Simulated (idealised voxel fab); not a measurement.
The document below concerns the process module designated voxel tone inversion.
Square cells of 5 nm make up the cross-section cut, whose width is 300 nm.
This document writes a cross-section as a grid whose cells are square, and gives it as bands, listed from the top down; one or more rows of cells form a band. Band entry format. Leading values: height of top, height of bottom, nm. Remainder: materials in left-to-right order, each with its width in nm. Special words: "throughout" on a single material, which then fills the band edge to edge; "air", empty space. Heights are reckoned from 0. Under this level, the received wafer is all of one material. The bottommost band is open-ended downward, for example "0 -> down". When a width is written as two numbers, as in "30 to 40", the first number is the width in the top row of cells of the band and the second is the width in its bottom row, and the width changes by the same amount from each row to the next. Key: "remains unaltered" - step with no changed cell in the cross-section. Look at "Sealed void list" for the closed voids: empty spaces with no open path to the top, sized 8 cells or up. Each is width x height at distance, distance from the left edge, all nm. Read whatever lies past the settings on a step's line as the simulator's own remark about the step. overlay nm: mask right of planned place by this much (step with mask). Neg. = left.

[Set out below are the planned steps of the process]
1. RECEIVE, material Si
2. CONFORMAL_DEP, material SiCN, thk nm 5
3. DIRECTIONAL_DEP, material polySi, thk nm 15
4. PATTERN, tone cover, mask id POSTS, material resist, width nm 20, pitch nm 40, thk nm 25, overlay nm 0
5. DIRECTIONAL_ETCH, etch materials polySi, depth nm 15
6. STRIP, etch materials resist
7. FILL_DEP, material SiO2, thk nm 5
8. CMP, height nm 20
9. STRIP, etch materials polySi

[Shown in cross-section is the wafer as received, that is, as it stands after step 1]
- 0 -> down  Si throughout
- Sealed void list: none

[Cross-section, first of two wafers, end of module, run as planned]
- 20 -> 5  SiO2 120 nm; air 20 nm; SiO2 20 nm; air 20 nm; SiO2 120 nm
- 5 -> 0  SiCN throughout
- 0 -> down  Si throughout
- Sealed void list: none

[Here's the second of our two wafers sectioned at module end. Same start as the first, same plan, but one mistake got made running it]
- 20 -> 5  SiO2 125 nm; air 20 nm; SiO2 20 nm; air 20 nm; SiO2 115 nm
- 5 -> 0  SiCN throughout
- 0 -> down  Si throughout
- Sealed void list: none
It is concluded that the wafer was processed incorrectly with respect to the plan, in that for step 4, the planned setting was not used; the step was instead run as PATTERN, tone cover, mask id POSTS, material resist, width nm 20, pitch nm 40, thk nm 25, overlay nm 5
Final wafers compared: equal cell tally per material, rearranged layout.
